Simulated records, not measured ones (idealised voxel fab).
This section sets out a process module, namely voxel wiring stack.
For reference, the cross-section in this document is cut, with width 275 nm and square cells of 5 nm.
If you're reading a cross-section in this doc, picture square cells in a grid; it comes to you as bands, top ones listed first down to the bottom, and a band can be one or more rows of cells. Top, bottom (nm), then materials left to right with widths (nm); lone material tagged "throughout" fills the whole band edge to edge; "air" = empty space. A quick word on heights: they are counted from 0, and under that level the wafer as it came to us is one material throughout. The lowest band is different from the rest in having no bottom; it simply continues downward, written as in "0 down". A width given as "30 to 40" starts at the first number in the band's top row and ends at the second number in its bottom row, shifting by an equal amount at every step from row to row. Key: "nothing was modified" - step with no changed cell in the cross-section. Entry "Sealed voids". Content: empty spaces with no open connection to the top, size 8 cells or greater. Each: width x height at distance. Distance: from left edge. Unit: nm. Whatever follows a step's settings on its line is a remark the simulator itself makes about that step. You can add "overlay nm" to a step's line. For a step with a mask, it describes how far the mask lay to the right of its planned position, and a negative number describes a lay to the left.
Steps in the process plan
1. RECEIVE | material Si
2. CONFORMAL_DEP | material SiO2 | thk nm 10
3. DIRECTIONAL_DEP | material TiN | thk nm 5
4. DIRECTIONAL_DEP | material W | thk nm 15
5. DIRECTIONAL_DEP | material aC | thk nm 15
6. PATTERN | tone cover | mask id METAL_1 | material resist | width nm 30 | pitch nm 55 | thk nm 30 | overlay nm 0
7. DIRECTIONAL_ETCH | etch materials aC | depth nm 15
8. STRIP | etch materials resist
9. DIRECTIONAL_ETCH | etch materials W | depth nm 15
10. DIRECTIONAL_ETCH | etch materials TiN | depth nm 5
11. STRIP | etch materials aC
12. CONFORMAL_DEP | material SiCN | thk nm 5
13. FILL_DEP | material SiO2 | thk nm 10
14. CMP | height nm 30
15. CONFORMAL_DEP | material SiCN | thk nm 5
16. DIRECTIONAL_DEP | material SiO2 | thk nm 20
17. PATTERN | tone open | mask id PLUG_1 | material resist | width nm 15 | pitch nm 55 | thk nm 20 | overlay nm 0
18. DIRECTIONAL_ETCH | etch materials SiO2 | depth nm 20
19. DIRECTIONAL_ETCH | etch materials SiCN | depth nm 5
20. STRIP | etch materials resist
21. EPI | material Ru | thk nm 10
22. EPI | material Ru | thk nm 10
23. EPI | material Ru | thk nm 5
24. DIRECTIONAL_DEP | material TiN | thk nm 5
25. DIRECTIONAL_DEP | material Ru | thk nm 25
26. DIRECTIONAL_DEP | material aC | thk nm 15
27. PATTERN | tone cover | mask id METAL_2 | material resist | width nm 30 | pitch nm 55 | thk nm 35 | overlay nm 0
28. DIRECTIONAL_ETCH | etch materials aC | depth nm 15
29. STRIP | etch materials resist
30. DIRECTIONAL_ETCH | etch materials Ru | depth nm 25
31. DIRECTIONAL_ETCH | etch materials TiN | depth nm 5
32. STRIP | etch materials aC
33. FILL_DEP | material lowk | thk nm 5
34. CMP | height nm 85
35. CONFORMAL_DEP | material SiCN | thk nm 5
36. DIRECTIONAL_DEP | material lowk | thk nm 20
37. PATTERN | tone open | mask id PLUG_2 | material resist | width nm 15 | pitch nm 110 | thk nm 20 | overlay nm 0
38. DIRECTIONAL_ETCH | etch materials lowk | depth nm 20
39. DIRECTIONAL_ETCH | etch materials SiCN | depth nm 5
40. STRIP | etch materials resist
41. CONFORMAL_DEP | material TiN | thk nm 5
42. FILL_DEP | material Ru | thk nm 10
43. CMP | height nm 110
44. DIRECTIONAL_DEP | material TiN | thk nm 5
45. DIRECTIONAL_DEP | material Ru | thk nm 15
46. PATTERN | tone cover | mask id METAL_3 | material resist | width nm 30 | pitch nm 55 | thk nm 20 | overlay nm 0
47. DIRECTIONAL_ETCH | etch materials Ru | depth nm 15
48. DIRECTIONAL_ETCH | etch materials TiN | depth nm 5
49. STRIP | etch materials resist
50. CONFORMAL_DEP | material SiN | thk nm 5
51. FILL_DEP | material lowk | thk nm 10
52. CMP | height nm 130
53. CONFORMAL_DEP | material SiCN | thk nm 5
54. DIRECTIONAL_DEP | material SiO2 | thk nm 30
55. MASKED_ETCH | tone open | mask id METAL_4 | width nm 30 | pitch nm 55 | etch materials SiO2 | depth nm 20 | overlay nm 0
56. MASKED_ETCH | tone open | mask id METAL_4_HOLES | width nm 15 | pitch nm 55 | etch materials SiO2 | depth nm 10 | overlay nm 0
57. MASKED_ETCH | tone open | mask id METAL_4_HOLES | width nm 15 | pitch nm 55 | etch materials SiCN | depth nm 5 | overlay nm 0
58. CONFORMAL_DEP | material TiN | thk nm 5
59. FILL_DEP | material Cu | thk nm 5
60. CMP | height nm 165
61. CONFORMAL_DEP | material SiCN | thk nm 5
Cross-section of the wafer at receipt, which is the condition after step 1
> 0 down: Si throughout
> Sealed voids: none
First of two wafers, end-of-module section, run followed plan
> 170 to 165: SiCN throughout
> 165 to 150: SiO2 (65) / TiN (5) / Cu (20) / TiN (5) / SiO2 (25) / TiN (5) / Cu (20) / TiN (5) / SiO2 (25) / TiN (5) / Cu (20) / TiN (5) / SiO2 (70)
> 150 to 145: SiO2 (65) / TiN (5) / Cu (5) / TiN (20) / SiO2 (25) / TiN (5) / Cu (5) / TiN (20) / SiO2 (25) / TiN (5) / Cu (5) / TiN (20) / SiO2 (70)
> 145 to 135: SiO2 (65) / TiN (5) / Cu (5) / TiN (5) / SiO2 (40) / TiN (5) / Cu (5) / TiN (5) / SiO2 (40) / TiN (5) / Cu (5) / TiN (5) / SiO2 (85)
> 135 to 130: SiCN (65) / TiN (15) / SiCN (40) / TiN (15) / SiCN (40) / TiN (15) / SiCN (85)
> 130 to 115: lowk (60) / SiN (5) / Ru (30) / SiN (5) / lowk (15) / SiN (5) / Ru (30) / SiN (5) / lowk (15) / SiN (5) / Ru (30) / SiN (5) / lowk (65)
> 115 to 110: SiN (65) / TiN (30) / SiN (25) / TiN (30) / SiN (25) / TiN (30) / SiN (70)
> 110 to 90: lowk (65) / TiN (5) / Ru (5) / TiN (5) / lowk (95) / TiN (5) / Ru (5) / TiN (5) / lowk (85)
> 90 to 85: SiCN (65) / TiN (15) / SiCN (95) / TiN (15) / SiCN (85)
> 85 to 60: lowk (65) / Ru (30) / lowk (25) / Ru (30) / lowk (25) / Ru (30) / lowk (70)
> 60 to 55: lowk (65) / TiN (30) / lowk (25) / TiN (30) / lowk (25) / TiN (30) / lowk (70)
> 55 to 35: SiO2 (65) / Ru (15) / SiO2 (40) / Ru (15) / SiO2 (40) / Ru (15) / SiO2 (85)
> 35 to 30: SiCN (65) / Ru (15) / SiCN (40) / Ru (15) / SiCN (40) / Ru (15) / SiCN (85)
> 30 to 15: SiO2 (60) / SiCN (5) / W (30) / SiCN (5) / SiO2 (15) / SiCN (5) / W (30) / SiCN (5) / SiO2 (15) / SiCN (5) / W (30) / SiCN (5) / SiO2 (65)
> 15 to 10: SiCN (65) / TiN (30) / SiCN (25) / TiN (30) / SiCN (25) / TiN (30) / SiCN (70)
> 10 to 0: SiO2 throughout
> 0 down: Si throughout
> Sealed voids: none
Cross-sectional view of the second of two wafers upon completion of the module. This wafer shared its starting condition and process plan with the first; one error was made during its execution
> 170 to 165: SiCN throughout
> 165 to 155: SiO2 (60) / TiN (5 to 10) / Cu (25 to 20) / TiN (5) / SiO2 (20) / TiN (5 to 10) / Cu (25 to 20) / TiN (5) / SiO2 (20) / TiN (5 to 10) / Cu (25 to 20) / TiN (5) / SiO2 (70)
> 155 to 150: SiO2 (65) / TiN (5) / Cu (20) / TiN (5) / SiO2 (25) / TiN (5) / Cu (20) / TiN (5) / SiO2 (25) / TiN (5) / Cu (20) / TiN (5) / SiO2 (70)
> 150 to 145: SiO2 (65) / TiN (30) / SiO2 (25) / TiN (30) / SiO2 (25) / TiN (30) / SiO2 (70)
> 145 to 135: SiO2 (65) / TiN (10) / SiO2 (45) / TiN (10) / SiO2 (45) / TiN (10) / SiO2 (90)
> 135 to 130: SiCN (65) / TiN (10) / SiCN (45) / TiN (10) / SiCN (45) / TiN (10) / SiCN (90)
> 130 to 115: lowk (60) / SiN (5) / Ru (30) / SiN (5) / lowk (15) / SiN (5) / Ru (30) / SiN (5) / lowk (15) / SiN (5) / Ru (30) / SiN (5) / lowk (65)
> 115 to 110: SiN (65) / TiN (30) / SiN (25) / TiN (30) / SiN (25) / TiN (30) / SiN (70)
> 110 to 90: lowk (65) / TiN (5) / Ru (5) / TiN (5) / lowk (95) / TiN (5) / Ru (5) / TiN (5) / lowk (85)
> 90 to 85: SiCN (65) / TiN (15) / SiCN (95) / TiN (15) / SiCN (85)
> 85 to 60: lowk (65) / Ru (30) / lowk (25) / Ru (30) / lowk (25) / Ru (30) / lowk (70)
> 60 to 55: lowk (65) / TiN (30) / lowk (25) / TiN (30) / lowk (25) / TiN (30) / lowk (70)
> 55 to 35: SiO2 (65) / Ru (15) / SiO2 (40) / Ru (15) / SiO2 (40) / Ru (15) / SiO2 (85)
> 35 to 30: SiCN (65) / Ru (15) / SiCN (40) / Ru (15) / SiCN (40) / Ru (15) / SiCN (85)
> 30 to 15: SiO2 (60) / SiCN (5) / W (30) / SiCN (5) / SiO2 (15) / SiCN (5) / W (30) / SiCN (5) / SiO2 (15) / SiCN (5) / W (30) / SiCN (5) / SiO2 (65)
> 15 to 10: SiCN (65) / TiN (30) / SiCN (25) / TiN (30) / SiCN (25) / TiN (30) / SiCN (70)
> 10 to 0: SiO2 throughout
> 0 down: Si throughout
> Sealed voids: none
Run error: note that step 56 departed from the planned setting and was carried out as MASKED_ETCH | tone open | mask id METAL_4_HOLES | width nm 15 | pitch nm 55 | etch materials SiO2 | depth nm 10 | overlay nm -5
Final difference in cells, second wafer against first, listed per material as more or fewer: 6 fewer of Cu, 3 more of SiCN, 3 more of TiN
